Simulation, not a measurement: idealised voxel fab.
The following process module bears the name voxel released beams.
The cross-section on display is named cut; it measures 180 nm wide, and its cells are 5 nm squares.
A cross-section in this document is a grid of square cells, and it is written down as bands, the top band listed before the ones below it; a band is made up of one or more rows of cells. Look at the band entry: it leads with the top's height and the bottom's height in nm. Then it lists the materials left to right, with a width in nm for each. The word "all across" on a single material says that material fills the band edge to edge. The word "blank" is empty space. Note: height 0 marks the level under which the wafer is uniformly one material as received. Lowest band unbounded below, written "0 nm and below". You'd read "30->40" like this: the band's top row of cells is as wide as the first number, its bottom row is as wide as the second, and going down, every row changes width by the same amount as the row before did. Take "no alteration" at face value: in the step it is given for, the cross-section changed in none of its cells. Sealed-off cavities: empty space of 8 cells or more with no open way to the top, each as width x height at its distance from the left edge, in nm. Step line, after settings: the simulator's comment on this step. Each step line may optionally specify "overlay nm", which for a step with a mask gives the rightward distance between the mask's planned place and where it lay, a negative value indicating the leftward direction.
### List of planned process steps
1: RECEIVE with material Si
2: CONFORMAL_DEP with material SiN, thk nm 5
3: DIRECTIONAL_DEP with material SiO2, thk nm 10
4: DIRECTIONAL_DEP with material aC, thk nm 15
5: PATTERN with tone open, mask id ANCHOR, material resist, width nm 40, thk nm 35, overlay nm 0
6: DIRECTIONAL_ETCH with etch materials aC, depth nm 15
7: STRIP with etch materials resist
8: DIRECTIONAL_ETCH with etch materials SiO2, depth nm 10
9: STRIP with etch materials aC
10: CONFORMAL_DEP with material W, thk nm 15
11: DIRECTIONAL_DEP with material aC, thk nm 10
12: PATTERN with tone cover, mask id BEAM, material resist, width nm 100, thk nm 25, overlay nm 0
13: DIRECTIONAL_ETCH with etch materials aC, depth nm 10
14: STRIP with etch materials resist
15: DIRECTIONAL_ETCH with etch materials W, depth nm 15
16: STRIP with etch materials aC
17: STRIP with etch materials SiO2
### Run as planned: first of two wafers
### as received, after step 1
  0 nm and below: Si all across
  Sealed-off cavities: none
### Wafer after step 2 (cross-section)
  5 nm to 0 nm: SiN all across
  Rest of section, below 0: as before.
### Wafer after step 3 (cross-section)
  15 nm to 5 nm: SiO2 all across
  Rest of section, below 5: as before.
### Wafer after step 4 (cross-section)
  30 nm to 15 nm: aC all across
  Rest of section, below 15: as before.
### Wafer after step 5 (cross-section)
  65 nm to 30 nm: resist=40  blank=40  resist=100
  Rest of section, below 30: as before.
### Wafer after step 6 (cross-section)
  50 nm to 30 nm: resist=40  blank=40  resist=100
  30 nm to 15 nm: aC=40  blank=40  aC=100
  Rest of section, below 15: as before.
### Wafer after step 7 (cross-section)
  30 nm to 15 nm: aC=40  blank=40  aC=100
  Rest of section, below 15: as before.
### Wafer after step 8 (cross-section)
  30 nm to 15 nm: aC=40  blank=40  aC=100
  15 nm to 5 nm: SiO2=40  blank=40  SiO2=100
  Rest of section, below 5: as before.
### Wafer after step 9 (cross-section)
  15 nm to 5 nm: SiO2=40  blank=40  SiO2=100
  Rest of section, below 5: as before.
### Wafer after step 10 (cross-section)
  30 nm to 20 nm: W=55  blank=10  W=115
  20 nm to 15 nm: W all across
  15 nm to 5 nm: SiO2=40  W=40  SiO2=100
  Rest of section, below 5: as before.
### Wafer after step 11 (cross-section)
  40 nm to 30 nm: aC=55  blank=10  aC=115
  30 nm to 20 nm: W=55  aC=10  W=115
  Rest of section, below 20: as before.
### Wafer after step 12 (cross-section)
  65 nm to 40 nm: blank=35  resist=100  blank=45
  40 nm to 30 nm: aC=55  resist=10  aC=115
  Rest of section, below 30: as before.
### Wafer after step 13 (cross-section)
  55 nm to 40 nm: blank=35  resist=100  blank=45
  40 nm to 30 nm: blank=35  aC=20  resist=10  aC=70  blank=45
  Rest of section, below 30: as before.
### Wafer after step 14 (cross-section)
  40 nm to 30 nm: blank=35  aC=20  blank=10  aC=70  blank=45
  Rest of section, below 30: as before.
### Wafer after step 15 (cross-section)
  40 nm to 30 nm: blank=35  aC=20  blank=10  aC=70  blank=45
  30 nm to 20 nm: blank=35  W=20  aC=10  W=70  blank=45
  20 nm to 15 nm: blank=35  W=100  blank=45
  Rest of section, below 15: as before.
### Wafer after step 16 (cross-section)
  30 nm to 20 nm: blank=35  W=20  blank=10  W=70  blank=45
  Rest of section, below 20: as before.
### Wafer after step 17 (cross-section)
  30 nm to 20 nm: blank=35  W=20  blank=10  W=70  blank=45
  20 nm to 15 nm: blank=35  W=100  blank=45
  15 nm to 5 nm: blank=40  W=40  blank=100
  Rest of section, below 5: as before.
### second wafer: like start, like plan, one mistake. Through step 1 it matches the first wafer
Cross-sectional representation of the second wafer at the time designated in the plan for the completion of step 2: no alteration
### Cross-sectional representation of the second wafer at the time designated in the plan for the completion of step 3
  10 nm to 0 nm: SiO2 all across
  Rest of section, below 0: as before.
### Cross-sectional representation of the second wafer at the time designated in the plan for the completion of step 4
  25 nm to 10 nm: aC all across
  Rest of section, below 10: as before.
### Cross-sectional representation of the second wafer at the time designated in the plan for the completion of step 5
  60 nm to 25 nm: resist=40  blank=40  resist=100
  Rest of section, below 25: as before.
### Cross-sectional representation of the second wafer at the time designated in the plan for the completion of step 6
  45 nm to 25 nm: resist=40  blank=40  resist=100
  25 nm to 10 nm: aC=40  blank=40  aC=100
  Rest of section, below 10: as before.
### Cross-sectional representation of the second wafer at the time designated in the plan for the completion of step 7
  25 nm to 10 nm: aC=40  blank=40  aC=100
  Rest of section, below 10: as before.
### Cross-sectional representation of the second wafer at the time designated in the plan for the completion of step 8
  25 nm to 10 nm: aC=40  blank=40  aC=100
  10 nm to 0 nm: SiO2=40  blank=40  SiO2=100
  Rest of section, below 0: as before.
### Cross-sectional representation of the second wafer at the time designated in the plan for the completion of step 9
  10 nm to 0 nm: SiO2=40  blank=40  SiO2=100
  Rest of section, below 0: as before.
### Cross-sectional representation of the second wafer at the time designated in the plan for the completion of step 10
  25 nm to 15 nm: W=55  blank=10  W=115
  15 nm to 10 nm: W all across
  10 nm to 0 nm: SiO2=40  W=40  SiO2=100
  Rest of section, below 0: as before.
### Cross-sectional representation of the second wafer at the time designated in the plan for the completion of step 11
  35 nm to 25 nm: aC=55  blank=10  aC=115
  25 nm to 15 nm: W=55  aC=10  W=115
  Rest of section, below 15: as before.
### Cross-sectional representation of the second wafer at the time designated in the plan for the completion of step 12
  60 nm to 35 nm: blank=35  resist=100  blank=45
  35 nm to 25 nm: aC=55  resist=10  aC=115
  Rest of section, below 25: as before.
### Cross-sectional representation of the second wafer at the time designated in the plan for the completion of step 13
  50 nm to 35 nm: blank=35  resist=100  blank=45
  35 nm to 25 nm: blank=35  aC=20  resist=10  aC=70  blank=45
  Rest of section, below 25: as before.
### Cross-sectional representation of the second wafer at the time designated in the plan for the completion of step 14
  35 nm to 25 nm: blank=35  aC=20  blank=10  aC=70  blank=45
  Rest of section, below 25: as before.
### Cross-sectional representation of the second wafer at the time designated in the plan for the completion of step 15
  35 nm to 25 nm: blank=35  aC=20  blank=10  aC=70  blank=45
  25 nm to 15 nm: blank=35  W=20  aC=10  W=70  blank=45
  15 nm to 10 nm: blank=35  W=100  blank=45
  Rest of section, below 10: as before.
### Cross-sectional representation of the second wafer at the time designated in the plan for the completion of step 16
  25 nm to 15 nm: blank=35  W=20  blank=10  W=70  blank=45
  Rest of section, below 15: as before.
### Cross-sectional representation of the second wafer at the time designated in the plan for the completion of step 17
  25 nm to 15 nm: blank=35  W=20  blank=10  W=70  blank=45
  15 nm to 10 nm: blank=35  W=100  blank=45
  10 nm to 0 nm: blank=40  W=40  blank=100
  Rest of section, below 0: as before.
In executing the process, a mistake was made relative to the plan: the run left out plan step 2 entirely, so it was never executed
In the final state, the cell counts of the second wafer exceed or fall short of those of the first for the following materials: SiN: 36 fewer
